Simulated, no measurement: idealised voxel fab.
A process module follows: voxel transistor to metal.
In the cross-section labelled cut, the width is 170 nm and each square cell is 5 nm.
A cross-section is written here as square cells arranged in a grid, and it is given in bands from the top down, each band taking up one or more rows of cells. Top, bottom (nm), then materials left to right with widths (nm); lone material tagged "edge to edge" fills the whole band edge to edge; "empty" = empty space. Heights are measured from 0, the level below which the as-received wafer is all one material; the lowest band has no bottom and continues downward, written as in "0 nm and below". When a width is written as two numbers, as in "30..40", the first number is the width in the top row of cells of the band and the second is the width in its bottom row, and the width changes by the same amount from each row to the next. "left unchanged" for a step: no cell of the cross-section changed in that step. "Closed cavities": empty spaces of 8 cells or more with no open way to the top, each given as width x height at distance, distance from the left edge, all in nm. It should be noted that, on the line of a given step, the content following the step's settings is a remark produced by the simulator itself with respect to that step. overlay nm: mask offset rightward from planned place, masked step; negative means leftward offset.

[The process steps that were planned are listed below]
step 1: RECEIVE,material Si
step 2: CONFORMAL_DEP,material SiO2,thk nm 5
step 3: CONFORMAL_DEP,material SiN,thk nm 15
step 4: DIRECTIONAL_DEP,material aC,thk nm 15
step 5: PATTERN,tone cover,mask id ACTIVE,material resist,width nm 125,thk nm 30,overlay nm 0
step 6: DIRECTIONAL_ETCH,etch materials aC,depth nm 15
step 7: STRIP,etch materials resist
step 8: DIRECTIONAL_ETCH,etch materials SiN,depth nm 15
step 9: DIRECTIONAL_ETCH,etch materials SiO2,depth nm 5
step 10: DIRECTIONAL_ETCH,etch materials Si,depth nm 30
step 11: STRIP,etch materials aC
step 12: FILL_DEP,material SiO2,thk nm 5
step 13: CMP,height nm 20
step 14: SELECTIVE_ETCH,etch materials SiO2,depth nm 10
step 15: STRIP,etch materials SiN
step 16: SELECTIVE_ETCH,etch materials SiO2,depth nm 5
step 17: OXIDIZE,depth nm 5
step 18: DIRECTIONAL_DEP,material polySi,thk nm 30
step 19: DIRECTIONAL_DEP,material SiCN,thk nm 10
step 20: PATTERN,tone cover,mask id GATE,material resist,width nm 25,thk nm 20,overlay nm 0
step 21: DIRECTIONAL_ETCH,etch materials SiCN,depth nm 20
step 22: DIRECTIONAL_ETCH,etch materials polySi,depth nm 40
step 23: STRIP,etch materials resist
step 24: CONFORMAL_DEP,material SiO2,thk nm 5
step 25: DIRECTIONAL_ETCH,etch materials SiO2,depth nm 5
step 26: CONFORMAL_DEP,material SiN,thk nm 5
step 27: DIRECTIONAL_ETCH,etch materials SiN,depth nm 5
step 28: DIRECTIONAL_ETCH,etch materials SiO2,depth nm 5
step 29: DIRECTIONAL_ETCH,etch materials Si,depth nm 5
step 30: EPI,material SiGe,thk nm 20
step 31: FILL_DEP,material SiO2,thk nm 5
step 32: CMP,height nm 30
step 33: STRIP,etch materials polySi
step 34: SELECTIVE_ETCH,etch materials SiO2,depth nm 5
step 35: CONFORMAL_DEP,material HfO2,thk nm 5
step 36: CONFORMAL_DEP,material TiN,thk nm 5
step 37: FILL_DEP,material W,thk nm 5
step 38: CMP,height nm 25
step 39: DIRECTIONAL_DEP,material SiO2,thk nm 10
step 40: PATTERN,tone open,mask id CONTACT,material resist,width nm 20,pitch nm 85,thk nm 20,overlay nm 0
step 41: DIRECTIONAL_ETCH,etch materials SiO2,depth nm 20
step 42: STRIP,etch materials resist
step 43: CONFORMAL_DEP,material TiN,thk nm 5
step 44: FILL_DEP,material W,thk nm 10
step 45: CMP,height nm 35
step 46: CONFORMAL_DEP,material SiCN,thk nm 5
step 47: DIRECTIONAL_DEP,material lowk,thk nm 15
step 48: DIRECTIONAL_DEP,material aC,thk nm 10
step 49: PATTERN,tone open,mask id METAL_1,material resist,width nm 20,pitch nm 85,thk nm 30,overlay nm 0
step 50: DIRECTIONAL_ETCH,etch materials aC,depth nm 10
step 51: STRIP,etch materials resist
step 52: DIRECTIONAL_ETCH,etch materials lowk,depth nm 15
step 53: DIRECTIONAL_ETCH,etch materials SiCN,depth nm 5
step 54: STRIP,etch materials aC
step 55: CONFORMAL_DEP,material TiN,thk nm 5
step 56: FILL_DEP,material Cu,thk nm 5
step 57: CMP,height nm 55
step 58: EPI,material Ru,thk nm 5
step 59: FILL_DEP,material SiCN,thk nm 5
step 60: DIRECTIONAL_DEP,material SiO2,thk nm 25
step 61: DIRECTIONAL_DEP,material aC,thk nm 10
step 62: PATTERN,tone open,mask id METAL_2_HOLES,material resist,width nm 15,pitch nm 85,thk nm 30,overlay nm 0
step 63: DIRECTIONAL_ETCH,etch materials aC,depth nm 10
step 64: STRIP,etch materials resist
step 65: DIRECTIONAL_ETCH,etch materials SiO2,depth nm 25
step 66: STRIP,etch materials aC
step 67: PATTERN,tone open,mask id METAL_2,material resist,width nm 20,pitch nm 85,thk nm 15,overlay nm 0
step 68: DIRECTIONAL_ETCH,etch materials SiO2,depth nm 15
step 69: DIRECTIONAL_ETCH,etch materials SiCN,depth nm 5
step 70: STRIP,etch materials resist
step 71: CONFORMAL_DEP,material TiN,thk nm 5
step 72: FILL_DEP,material Cu,thk nm 10
step 73: CMP,height nm 90
step 74: CONFORMAL_DEP,material SiN,thk nm 5
Be aware that, although all wafers share a common starting state, the depth nm at step 29 differs among them, and the plan displays the first wafer's value.

[Cross-section, first of several wafers, as delivered after step 1]
0 nm and below  Si edge to edge
Closed cavities: none

[The rows of the table below are wafers. Looking at the end of the module, a row counts, for every material, the cells the wafer has gained, shown as (+), or lost, shown as (-), since it was received; its closed voids come next]
depth nm 5, +26 Cu, +17 HfO2, +12 Ru, -93 Si, +76 SiCN, +80 SiGe, +46 SiN, +299 SiO2, +81 TiN, +24 W, +78 lowk, Closed cavities: none
depth nm 10, +26 Cu, +17 HfO2, +12 Ru, -107 Si, +76 SiCN, +94 SiGe, +46 SiN, +299 SiO2, +81 TiN, +24 W, +78 lowk, Closed cavities: none
depth nm 15, +26 Cu, +17 HfO2, +12 Ru, -121 Si, +76 SiCN, +108 SiGe, +46 SiN, +299 SiO2, +81 TiN, +24 W, +78 lowk, Closed cavities: none
depth nm 20, +26 Cu, +17 HfO2, +12 Ru, -135 Si, +76 SiCN, +122 SiGe, +46 SiN, +299 SiO2, +81 TiN, +24 W, +78 lowk, Closed cavities: none
depth nm 25, +26 Cu, +17 HfO2, +12 Ru, -149 Si, +76 SiCN, +136 SiGe, +46 SiN, +299 SiO2, +81 TiN, +24 W, +78 lowk, Closed cavities: none
depth nm 30, +26 Cu, +17 HfO2, +12 Ru, -163 Si, +76 SiCN, +150 SiGe, +46 SiN, +299 SiO2, +81 TiN, +24 W, +78 lowk, Closed cavities: none
